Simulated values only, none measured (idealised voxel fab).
The document below concerns the process module designated voxel self aligned contacts.
The figure presents cross-section cut, which has a width of 260 nm and is divided into square cells with an edge length of 5 nm.
Heads up, the way a cross-section reads in here is a grid of square cells, handed over as bands from the top down, with every band being one or more rows of cells. Heights first: top, then bottom, in nm. Then materials, left to right, each with a width in nm. "everywhere" on a single material: fills the band edge to edge. "blank": empty space. Height is counted from the level 0, under which the received wafer is composed throughout of one material. The lowest of the bands is not closed at the bottom but continues downward, in the notation "z 0 and below". A width such as "30->40" changes by the same amount from each row of cells to the next, from the band's top row to its bottom row. "remained unchanged" (step): cross-section cells unchanged, all of them. Under "Tabulated closed voids" you'll find the enclosed gaps, the ones with no way out to the top, that are 8 cells or bigger; each reads width x height at distance, with distance counted from the left edge, everything in nm. On each step's line, the part that comes after the settings is the simulator's own comment on the step. "overlay nm" answers the question of how far to the right of plan the mask lay on a step that has a mask, and when it is negative the answer is to the left.
### Here's what the planned process steps look like
1,RECEIVE,material Si
2,OXIDIZE,depth nm 5
3,DIRECTIONAL_DEP,material polySi,thk nm 30
4,DIRECTIONAL_DEP,material SiN,thk nm 15
5,DIRECTIONAL_DEP,material aC,thk nm 10
6,PATTERN,tone cover,mask id GATE,material resist,width nm 30,pitch nm 55,thk nm 30,overlay nm 0
7,DIRECTIONAL_ETCH,etch materials aC,depth nm 10
8,STRIP,etch materials resist
9,DIRECTIONAL_ETCH,etch materials SiN,depth nm 15
10,DIRECTIONAL_ETCH,etch materials polySi,depth nm 30
11,STRIP,etch materials aC
12,CONFORMAL_DEP,material SiN,thk nm 5
13,DIRECTIONAL_ETCH,etch materials SiN,depth nm 5
14,FILL_DEP,material SiO2,thk nm 15
15,CMP,height nm 50
16,MASKED_ETCH,tone open,mask id CONTACT,width nm 35,etch materials SiO2,depth nm 55,overlay nm 0
17,CONFORMAL_DEP,material TiN,thk nm 5
18,FILL_DEP,material Ru,thk nm 5
19,CMP,height nm 50
20,CONFORMAL_DEP,material SiN,thk nm 5
### So this is the incoming wafer in cross-section - it's already been through step 1
	z 0 and below: Si everywhere
	Tabulated closed voids: none
### The module was run from the start shown above using the plan shown above, but one mistake was made doing it; the resulting wafer cross-section is below
	z 55 to 50: SiN everywhere
	z 50 to 45: Ru everywhere
	z 45 to 40: TiN: 125 | Ru: 5 | TiN: 130
	z 40 to 30: SiO2: 80 | SiN: 40 | TiN: 5 | Ru: 5 | TiN: 5 | SiN: 40 | SiO2: 85
	z 30 to 0: SiO2: 80 | SiN: 5 | polySi: 30 | SiN: 5 | TiN: 5 | Ru: 5 | TiN: 5 | SiN: 5 | polySi: 30 | SiN: 5 | SiO2: 85
	z 0 to -5: SiO2: 120 | TiN: 15 | SiO2: 125
	z -5 and below: Si everywhere
	Tabulated closed voids: none
Error vs. plan: step 15 went in with a setting other than planned; the actual run was CMP,height nm 40
